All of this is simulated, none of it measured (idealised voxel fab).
process module | voxel double patterning
cross-section cut | 235 nm wide | cells 5 nm
A cross-section is a grid of square cells, given in bands from the top down. A band is one or more rows of cells.
Each band's line starts with the height of the band's top and of its bottom, in nm. Then come its materials from left to right, each with its width in nm. One material with "throughout" fills the band from edge to edge. "air" is empty space.
Height 0 is the level under which the wafer as received is all one material. The lowest band goes on downwards, as in "0 down".
A width such as "30 to 40" changes by the same amount from each row of cells to the next, from the band's top row to its bottom row.
"no change" after a step means that no cell of the cross-section changed.
closed voids: empty space of 8 cells or more with no open way to the top, each as width x height at its distance from the left edge, in nm
after a step's settings: what the simulator itself notes on the step
overlay nm, on a step with a mask: how far to the right of its planned place the mask lay; to the left if negative
plan
1 op RECEIVE | material Si
2 op CONFORMAL_DEP | material SiO2 | thk nm 10
3 op DIRECTIONAL_DEP | material W | thk nm 15
4 op DIRECTIONAL_DEP | material SiN | thk nm 10
5 op DIRECTIONAL_DEP | material aC | thk nm 15
6 op PATTERN | tone open | mask id FIRST | material resist | width nm 15 | pitch nm 50 | thk nm 35 | overlay nm 0
7 op DIRECTIONAL_ETCH | etch materials aC | depth nm 15
8 op STRIP | etch materials resist
9 op DIRECTIONAL_ETCH | etch materials SiN | depth nm 10
10 op STRIP | etch materials aC
11 op PATTERN | tone open | mask id SECOND | material resist | width nm 15 | pitch nm 50 | thk nm 15 | overlay nm 0
12 op DIRECTIONAL_ETCH | etch materials SiN | depth nm 10
13 op STRIP | etch materials resist
14 op DIRECTIONAL_ETCH | etch materials W | depth nm 15
15 op STRIP | etch materials SiN
varied across the wafers: width nm of step 11. The plan shows the first wafer's value. All wafers start alike
first wafer as received, after step 1
  0 down: Si throughout
  closed voids: none
first wafer at the end, after step 15
  25 to 10: W 60 | air 15 | W 10 | air 15 | W 10 | air 15 | W 10 | air 15 | W 10 | air 15 | W 60
  10 to 0: SiO2 throughout
  0 down: Si throughout
  closed voids: none
last wafer at the end
  25 to 10: W 60 | air 15 | W 5 | air 45 | W 5 | air 45 | W 60
  10 to 0: SiO2 throughout
  0 down: Si throughout
  closed voids: none
each wafer at the end: cells of each material gained (+) or lost (-) since it was received, then its closed voids
width nm 15 | +94 SiO2 | +96 W | closed voids: none
width nm 20 | +94 SiO2 | +90 W | closed voids: none
width nm 25 | +94 SiO2 | +84 W | closed voids: none
width nm 30 | +94 SiO2 | +78 W | closed voids: none
